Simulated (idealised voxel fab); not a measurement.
Herein follows the process module entitled voxel transistor to metal.
The cross-section on display is named cut; it measures 190 nm wide, and its cells are 5 nm squares.
When this document writes out a cross-section, it uses a grid of square cells and lists it as bands, beginning at the top and moving down, with a band standing for one or more rows of cells.
The band entry comprises the height of the band's top followed by the height of its bottom, expressed in nm, and subsequently the band's materials from left to right, each stated together with its width in nm. Where a single material is marked with the word "full width", that material fills the band from edge to edge. The word "empty" represents empty space.
Where do heights start? At 0: under that level the wafer as delivered is made of one material only. And the lowest band has no floor; it just carries on downward, as in "0 down".
Graded width ("30->40"): value in top row of band = first number; value in bottom row = second number; row-to-row change constant.
Step note "nothing different" = no cross-section cell changed.
"Fully enclosed voids" contains a list of empty spaces, each no smaller than 8 cells and without an open way to the top, written in the form width x height at distance with the distance from the left edge and all three in nm.
On a step's line, text after the settings is the simulator commenting on that step.
A step's line can hold "overlay nm"; with a mask on that step, the setting says how far right of the planned place the mask lay, while a negative setting says it lay to the left.

The planned process steps are enumerated hereunder:
step 1: RECEIVE,material Si
step 2: OXIDIZE,depth nm 5
step 3: CONFORMAL_DEP,material SiN,thk nm 15
step 4: PATTERN,tone cover,mask id ACTIVE,material resist,width nm 115,thk nm 20,overlay nm 0
step 5: DIRECTIONAL_ETCH,etch materials SiN,depth nm 15
step 6: DIRECTIONAL_ETCH,etch materials SiO2,depth nm 5
step 7: DIRECTIONAL_ETCH,etch materials Si,depth nm 30
step 8: STRIP,etch materials resist
step 9: FILL_DEP,material SiO2,thk nm 10
step 10: CMP,height nm 15
step 11: SELECTIVE_ETCH,etch materials SiO2,depth nm 15
step 12: STRIP,etch materials SiN
step 13: SELECTIVE_ETCH,etch materials SiO2,depth nm 5
step 14: OXIDIZE,depth nm 5
step 15: DIRECTIONAL_DEP,material polySi,thk nm 25
step 16: DIRECTIONAL_DEP,material SiCN,thk nm 10
step 17: MASKED_ETCH,tone cover,mask id GATE,width nm 25,etch materials SiCN,depth nm 20,overlay nm 0
step 18: MASKED_ETCH,tone cover,mask id GATE,width nm 25,etch materials polySi,depth nm 35,overlay nm 0
step 19: CONFORMAL_DEP,material SiO2,thk nm 5
step 20: DIRECTIONAL_ETCH,etch materials SiO2,depth nm 5
step 21: CONFORMAL_DEP,material SiN,thk nm 10
step 22: DIRECTIONAL_ETCH,etch materials SiN,depth nm 10
step 23: DIRECTIONAL_ETCH,etch materials SiO2,depth nm 5
step 24: EPI,material pSi,thk nm 5
step 25: FILL_DEP,material SiO2,thk nm 10
step 26: CMP,height nm 20
step 27: STRIP,etch materials polySi
step 28: SELECTIVE_ETCH,etch materials SiO2,depth nm 5
step 29: CONFORMAL_DEP,material HfO2,thk nm 5
step 30: CONFORMAL_DEP,material TiN,thk nm 5
step 31: FILL_DEP,material W,thk nm 10
step 32: CMP,height nm 15
step 33: DIRECTIONAL_DEP,material SiO2,thk nm 15
step 34: PATTERN,tone open,mask id CONTACT,material resist,width nm 15,pitch nm 80,thk nm 15,overlay nm 0
step 35: DIRECTIONAL_ETCH,etch materials SiO2,depth nm 35
step 36: STRIP,etch materials resist
step 37: CONFORMAL_DEP,material TiN,thk nm 5
step 38: FILL_DEP,material Ru,thk nm 10
step 39: CMP,height nm 30
step 40: DIRECTIONAL_DEP,material TiN,thk nm 5
step 41: DIRECTIONAL_DEP,material W,thk nm 15
step 42: MASKED_ETCH,tone cover,mask id METAL_1,width nm 15,pitch nm 80,etch materials W,depth nm 15,overlay nm 0
step 43: MASKED_ETCH,tone cover,mask id METAL_1,width nm 15,pitch nm 80,etch materials TiN,depth nm 5,overlay nm 0
step 44: CONFORMAL_DEP,material SiCN,thk nm 5
step 45: FILL_DEP,material lowk,thk nm 5
step 46: CMP,height nm 50
step 47: CONFORMAL_DEP,material SiCN,thk nm 5
step 48: DIRECTIONAL_DEP,material SiO2,thk nm 30
step 49: DIRECTIONAL_DEP,material aC,thk nm 15
step 50: PATTERN,tone open,mask id METAL_2,material resist,width nm 15,pitch nm 80,thk nm 30,overlay nm 0
step 51: DIRECTIONAL_ETCH,etch materials aC,depth nm 15
step 52: STRIP,etch materials resist
step 53: DIRECTIONAL_ETCH,etch materials SiO2,depth nm 15
step 54: STRIP,etch materials aC
step 55: PATTERN,tone open,mask id METAL_2_HOLES,material resist,width nm 15,pitch nm 80,thk nm 15,overlay nm 0
step 56: DIRECTIONAL_ETCH,etch materials SiO2,depth nm 15
step 57: DIRECTIONAL_ETCH,etch materials SiCN,depth nm 5
step 58: STRIP,etch materials resist
step 59: CONFORMAL_DEP,material TiN,thk nm 5
step 60: FILL_DEP,material Cu,thk nm 5
step 61: CMP,height nm 85
step 62: CONFORMAL_DEP,material SiN,thk nm 5
The wafers in this document start out alike and differ in the thk nm applied at step 24; the plan shows the value used for the first wafer.

Cut through the first of several wafers as received, post step 1:
- 0 down = Si full width
- Fully enclosed voids: none

Here is the cross-section of the first of several wafers at the end of the module, after its last step, step 62:
- 90 to 85 = SiN full width
- 85 to 55 = SiO2 45 nm, then TiN 5 nm, then Cu 5 nm, then TiN 5 nm, then SiO2 65 nm, then TiN 5 nm, then Cu 5 nm, then TiN 5 nm, then SiO2 50 nm
- 55 to 50 = SiCN 45 nm, then TiN 15 nm, then SiCN 65 nm, then TiN 15 nm, then SiCN 50 nm
- 50 to 35 = lowk 40 nm, then SiCN 5 nm, then W 15 nm, then SiCN 5 nm, then lowk 55 nm, then SiCN 5 nm, then W 15 nm, then SiCN 5 nm, then lowk 45 nm
- 35 to 30 = SiCN 45 nm, then TiN 15 nm, then SiCN 65 nm, then TiN 15 nm, then SiCN 50 nm
- 30 to 15 = SiO2 45 nm, then TiN 5 nm, then Ru 5 nm, then TiN 5 nm, then SiO2 65 nm, then TiN 5 nm, then Ru 5 nm, then TiN 5 nm, then SiO2 50 nm
- 15 to 0 = SiO2 45 nm, then TiN 5 nm, then Ru 5 nm, then TiN 5 nm, then SiO2 5 nm, then SiN 10 nm, then HfO2 5 nm, then TiN 5 nm, then W 15 nm, then TiN 5 nm, then HfO2 5 nm, then SiN 10 nm, then SiO2 5 nm, then TiN 5 nm, then Ru 5 nm, then TiN 5 nm, then SiO2 50 nm
- 0 to -5 = SiO2 45 nm, then TiN 15 nm, then SiO2 5 nm, then SiN 10 nm, then HfO2 5 nm, then TiN 25 nm, then HfO2 5 nm, then SiN 10 nm, then SiO2 5 nm, then TiN 15 nm, then SiO2 50 nm
- -5 to -10 = SiO2 30 nm, then pSi 35 nm, then SiO2 10 nm, then HfO2 35 nm, then SiO2 10 nm, then pSi 35 nm, then SiO2 35 nm
- -10 to -35 = SiO2 35 nm, then Si 115 nm, then SiO2 40 nm
- -35 down = Si full width
- Fully enclosed voids: none

Module end, final wafer: cross-section:
- 90 to 85 = SiN full width
- 85 to 55 = SiO2 45 nm, then TiN 5 nm, then Cu 5 nm, then TiN 5 nm, then SiO2 65 nm, then TiN 5 nm, then Cu 5 nm, then TiN 5 nm, then SiO2 50 nm
- 55 to 50 = SiCN 45 nm, then TiN 15 nm, then SiCN 65 nm, then TiN 15 nm, then SiCN 50 nm
- 50 to 35 = lowk 40 nm, then SiCN 5 nm, then W 15 nm, then SiCN 5 nm, then lowk 55 nm, then SiCN 5 nm, then W 15 nm, then SiCN 5 nm, then lowk 45 nm
- 35 to 30 = SiCN 45 nm, then TiN 15 nm, then SiCN 65 nm, then TiN 15 nm, then SiCN 50 nm
- 30 to 15 = SiO2 45 nm, then TiN 5 nm, then Ru 5 nm, then TiN 5 nm, then SiO2 65 nm, then TiN 5 nm, then Ru 5 nm, then TiN 5 nm, then SiO2 50 nm
- 15 to 10 = SiO2 45 nm, then TiN 15 nm, then SiO2 5 nm, then SiN 10 nm, then HfO2 5 nm, then TiN 5 nm, then W 15 nm, then TiN 5 nm, then HfO2 5 nm, then SiN 10 nm, then SiO2 5 nm, then TiN 15 nm, then SiO2 50 nm
- 10 to 0 = SiO2 15 nm, then pSi 50 nm, then SiN 10 nm, then HfO2 5 nm, then TiN 5 nm, then W 15 nm, then TiN 5 nm, then HfO2 5 nm, then SiN 10 nm, then pSi 50 nm, then SiO2 20 nm
- 0 to -5 = SiO2 15 nm, then pSi 50 nm, then SiN 10 nm, then HfO2 5 nm, then TiN 25 nm, then HfO2 5 nm, then SiN 10 nm, then pSi 50 nm, then SiO2 20 nm
- -5 to -10 = SiO2 15 nm, then pSi 50 nm, then SiO2 10 nm, then HfO2 35 nm, then SiO2 10 nm, then pSi 50 nm, then SiO2 20 nm
- -10 to -35 = SiO2 35 nm, then Si 115 nm, then SiO2 40 nm
- -35 down = Si full width
- Fully enclosed voids: none

Every row in this table is a wafer at the end of the module, and it gives, for each of the materials, the cells that wafer has gained (+) or lost (-) since it was received, then its closed voids:
thk nm 5; +12 Cu; +15 HfO2; +12 Ru; -151 Si; +76 SiCN; +54 SiN; +464 SiO2; +77 TiN; +27 W; +84 lowk; +14 pSi; Fully enclosed voids: none
thk nm 10; +12 Cu; +15 HfO2; +10 Ru; -151 Si; +76 SiCN; +54 SiN; +452 SiO2; +73 TiN; +27 W; +84 lowk; +32 pSi; Fully enclosed voids: none
thk nm 15; +12 Cu; +15 HfO2; +8 Ru; -151 Si; +76 SiCN; +54 SiN; +436 SiO2; +69 TiN; +27 W; +84 lowk; +54 pSi; Fully enclosed voids: none
thk nm 20; +12 Cu; +15 HfO2; +6 Ru; -151 Si; +76 SiCN; +54 SiN; +416 SiO2; +65 TiN; +27 W; +84 lowk; +80 pSi; Fully enclosed voids: none
